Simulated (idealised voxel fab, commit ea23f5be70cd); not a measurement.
process module | voxel air gaps
cross-section cut | 275 nm wide | cells 5 nm
A cross-section is a grid of square cells, given in bands from the top down. A band is one or more rows of cells.
Each band's line starts with the height of the band's top and of its bottom, in nm. Then come its materials from left to right, each with its width in nm. One material with "throughout" fills the band from edge to edge. "air" is empty space.
Height 0 is the level under which the wafer as received is all one material. The lowest band goes on downwards, as in "0 down".
A width such as "30 to 40" changes by the same amount from each row of cells to the next, from the band's top row to its bottom row.
"no change" after a step means that no cell of the cross-section changed.
closed voids: empty space of 8 cells or more with no open way to the top, each as width x height at its distance from the left edge, in nm
after a step's settings: what the simulator itself notes on the step
overlay nm, on a step with a mask: how far to the right of its planned place the mask lay; to the left if negative
plan
1 op RECEIVE | material Si
2 op CONFORMAL_DEP | material SiO2 | thk nm 10
3 op CONFORMAL_DEP | material SiCN | thk nm 5
4 op DIRECTIONAL_DEP | material SiO2 | thk nm 40
5 op DIRECTIONAL_DEP | material aC | thk nm 10
6 op PATTERN | tone open | mask id LINES | material resist | width nm 25 | pitch nm 55 | thk nm 30 | overlay nm 0
7 op DIRECTIONAL_ETCH | etch materials aC | depth nm 10
8 op STRIP | etch materials resist
9 op DIRECTIONAL_ETCH | etch materials SiO2 | depth nm 40
10 op STRIP | etch materials aC
11 op CONFORMAL_DEP | material TiN | thk nm 5
12 op FILL_DEP | material Ru | thk nm 10
13 op CMP | height nm 55
14 op EPI | material Ru | thk nm 10
15 op SELECTIVE_ETCH | etch materials SiO2 | depth nm 50
16 op CONFORMAL_DEP | material SiCN | thk nm 5
as received, after step 1
  0 down: Si throughout
  closed voids: none
a wafer at the end: this start, this plan, one mistake
  70 to 65: SiCN throughout
  65 to 55: Ru 80 | SiCN 5 | Ru 50 | SiCN 5 | Ru 50 | SiCN 5 | Ru 80
  55 to 50: Ru 65 | TiN 5 | SiCN 25 | TiN 5 | Ru 20 | TiN 5 | SiCN 25 | TiN 5 | Ru 20 | TiN 5 | SiCN 25 | TiN 5 | Ru 65
  50 to 20: Ru 65 | TiN 5 | SiCN 5 | air 15 | SiCN 5 | TiN 5 | Ru 20 | TiN 5 | SiCN 5 | air 15 | SiCN 5 | TiN 5 | Ru 20 | TiN 5 | SiCN 5 | air 15 | SiCN 5 | TiN 5 | Ru 65
  20 to 15: TiN 70 | SiCN 25 | TiN 30 | SiCN 25 | TiN 30 | SiCN 25 | TiN 70
  15 to 10: SiCN throughout
  10 to 0: SiO2 throughout
  0 down: Si throughout
  closed voids: 15 x 30 at 75; 15 x 30 at 130; 15 x 30 at 185
what went wrong: step 6 ran as: op PATTERN | tone cover | mask id LINES | material resist | width nm 25 | pitch nm 55 | thk nm 30 | overlay nm 0
